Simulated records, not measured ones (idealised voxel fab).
The process module presented herein is designated voxel double patterning.
Xsec cut, 260 nm wide, square cell size 5 nm.
Bands, listed from the top down, are how a cross-section gets written in this document; the cross-section itself is a grid of square cells, and a band is one or more rows of them.
Per band: top height and bottom height in nm, followed by the left-to-right materials and their widths in nm; "everywhere" marks a single material spanning edge to edge, "blank" marks empty space.
Heights from 0 (as-received wafer is one material below). Bottom band endless downward, as "0..down".
Read "30->40" as a graded width: first number on top, second number at the bottom, same change between each pair of neighbouring rows.
Step marked "same as before"? Then no cell in the cross-section changed in it.
Heads up: "Enclosed empty spaces" only lists the empty pockets with no open path to the top that are 8 cells or more, and it writes them as width x height at distance, distance from the left edge, in nm.
Heads up: the bit after the settings on a step's line is the simulator's remark on that step.
overlay nm: mask right of planned place by this much (step with mask). Neg. = left.

Intended process steps:
1) op RECEIVE | material Si
2) op CONFORMAL_DEP | material SiN | thk nm 10
3) op DIRECTIONAL_DEP | material SiO2 | thk nm 15
4) op DIRECTIONAL_DEP | material SiCN | thk nm 10
5) op PATTERN | tone open | mask id FIRST | material resist | width nm 15 | pitch nm 50 | thk nm 15 | overlay nm 0
6) op DIRECTIONAL_ETCH | etch materials SiCN | depth nm 10
7) op STRIP | etch materials resist
8) op DIRECTIONAL_DEP | material aC | thk nm 15
9) op PATTERN | tone open | mask id SECOND | material resist | width nm 15 | thk nm 35 | overlay nm 0
10) op DIRECTIONAL_ETCH | etch materials aC | depth nm 15
11) op STRIP | etch materials resist
12) op DIRECTIONAL_ETCH | etch materials SiCN | depth nm 10
13) op STRIP | etch materials aC
14) op DIRECTIONAL_ETCH | etch materials SiO2 | depth nm 15
15) op STRIP | etch materials SiCN

Shown in cross-section is the wafer as received, that is, as it stands after step 1:
	0..down: Si everywhere
	Enclosed empty spaces: none

One mistake in running the module, otherwise start and plan as above: cross-section at the end:
	40..25: 95 nm SiO2, then 15 nm blank, then 10 nm SiO2, then 15 nm blank, then 10 nm SiO2, then 15 nm blank, then 100 nm SiO2
	25..10: SiO2 everywhere
	10..0: SiN everywhere
	0..down: Si everywhere
	Enclosed empty spaces: none
Where did the run depart from the plan? twice over, step 3 of the plan was run
